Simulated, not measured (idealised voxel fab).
A process module follows: voxel tone inversion.
Displayed cross-section: cut, width of 240 nm, square cells sized 5 nm.
We lay out every cross-section as a grid of square cells and spell it out in bands from the top down, where one band means one or more rows of cells. What a band's entry tells you: where the top is and where the bottom is, as heights in nm, and after that what lies inside, material by material from left to right, each with its width in nm. Empty space is written as the word "blank", and a single material marked with the word "everywhere" occupies the band from edge to edge. The reference from which all heights are counted is 0, the level beneath which the as-received wafer is entirely one material; the lowest band, having no lower bound, proceeds downward and is written after the example "from 0 down". Width spec "30..40" -> top row of cells at first value, bottom row at second value, equal per-row change in between. "no alteration" after a step means that no cell of the cross-section changed. Empty spaces without an open route to the top, at least 8 cells in extent, make up the entry "Tabulated closed voids"; each is given as width x height at distance, where the distance is measured from the left edge, and all are in nm. On a step's line, text after the settings is the simulator commenting on that step. overlay nm: mask right of planned place by this much (step with mask). Neg. = left.
INTENDED PROCESS STEPS
| 1 | RECEIVE [material Si] |
| 2 | CONFORMAL_DEP [material SiN] [thk nm 5] |
| 3 | DIRECTIONAL_DEP [material aC] [thk nm 20] |
| 4 | PATTERN [tone cover] [mask id POSTS] [material resist] [width nm 15] [pitch nm 45] [thk nm 30] [overlay nm 0] |
| 5 | DIRECTIONAL_ETCH [etch materials aC] [depth nm 20] |
| 6 | STRIP [etch materials resist] |
| 7 | FILL_DEP [material SiO2] [thk nm 5] |
| 8 | CMP [height nm 25] |
| 9 | STRIP [etch materials aC] |
| 10 | CONFORMAL_DEP [material TiN] [thk nm 5] |
| 11 | FILL_DEP [material Ru] [thk nm 5] |
| 12 | CMP [height nm 25] |
| 13 | CONFORMAL_DEP [material SiN] [thk nm 5] |
WAFER AT RECEIPT (POST STEP 1), CROSS-SECTION
  from 0 down: Si everywhere
  Tabulated closed voids: none
THE PLAN ABOVE WAS CARRIED OUT ON THE STARTING STRUCTURE ABOVE WITH ONE MISTAKE, AND THIS CROSS-SECTION SHOWS THE WAFER AT THE END OF THE MODULE
  from 30 to 25: SiN everywhere
  from 25 to 10: Ru 40  TiN 5  SiO2 15  TiN 5  Ru 20  TiN 5  SiO2 15  TiN 5  Ru 20  TiN 5  SiO2 15  TiN 5  Ru 20  TiN 5  SiO2 15  TiN 5  Ru 40
  from 10 to 5: TiN 45  SiO2 15  TiN 30  SiO2 15  TiN 30  SiO2 15  TiN 30  SiO2 15  TiN 45
  from 5 to 0: SiN everywhere
  from 0 down: Si everywhere
  Tabulated closed voids: none
Deviation from plan: off-plan run, step 4, actual operation and settings PATTERN [tone open] [mask id POSTS] [material resist] [width nm 15] [pitch nm 45] [thk nm 30] [overlay nm 0]
